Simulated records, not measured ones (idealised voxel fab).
process module | voxel air gaps
cross-section cut | 185 nm wide | cells 5 nm
A cross-section is a grid of square cells, given in bands from the top down. A band is one or more rows of cells.
Each band's line starts with the height of the band's top and of its bottom, in nm. Then come its materials from left to right, each with its width in nm. One material with "throughout" fills the band from edge to edge. "air" is empty space.
Height 0 is the level under which the wafer as received is all one material. The lowest band goes on downwards, as in "0 down".
A width such as "30 to 40" changes by the same amount from each row of cells to the next, from the band's top row to its bottom row.
"no change" after a step means that no cell of the cross-section changed.
closed voids: empty space of 8 cells or more with no open way to the top, each as width x height at its distance from the left edge, in nm
after a step's settings: what the simulator itself notes on the step
overlay nm, on a step with a mask: how far to the right of its planned place the mask lay; to the left if negative
plan
1 op RECEIVE | material Si
2 op CONFORMAL_DEP | material SiO2 | thk nm 10
3 op CONFORMAL_DEP | material SiN | thk nm 5
4 op DIRECTIONAL_DEP | material lowk | thk nm 40
5 op MASKED_ETCH | tone open | mask id LINES | width nm 15 | pitch nm 50 | etch materials lowk | depth nm 40 | overlay nm 0
6 op CONFORMAL_DEP | material TiN | thk nm 5
7 op FILL_DEP | material Cu | thk nm 10
8 op CMP | height nm 55
9 op EPI | material Ru | thk nm 10
10 op SELECTIVE_ETCH | etch materials lowk | depth nm 50
11 op CONFORMAL_DEP | material SiCN | thk nm 5
varied across the wafers: width nm of step 5. The plan shows the first wafer's value. All wafers start alike
first wafer as received, after step 1
  0 down: Si throughout
  closed voids: none
each wafer at the end: cells of each material gained (+) or lost (-) since it was received, then its closed voids
width nm 15 | +21 Cu | +42 Ru | +121 SiCN | +37 SiN | +74 SiO2 | +51 TiN | closed voids: none
width nm 20 | +42 Cu | +48 Ru | +121 SiCN | +37 SiN | +74 SiO2 | +54 TiN | closed voids: 20 x 30 at 55; 20 x 30 at 105
width nm 25 | +63 Cu | +54 Ru | +113 SiCN | +37 SiN | +74 SiO2 | +57 TiN | closed voids: 15 x 30 at 60; 15 x 30 at 110
width nm 30 | +84 Cu | +60 Ru | +65 SiCN | +37 SiN | +74 SiO2 | +60 TiN | +64 lowk | closed voids: none
width nm 35 | +105 Cu | +62 Ru | +65 SiCN | +37 SiN | +74 SiO2 | +63 TiN | +48 lowk | closed voids: none
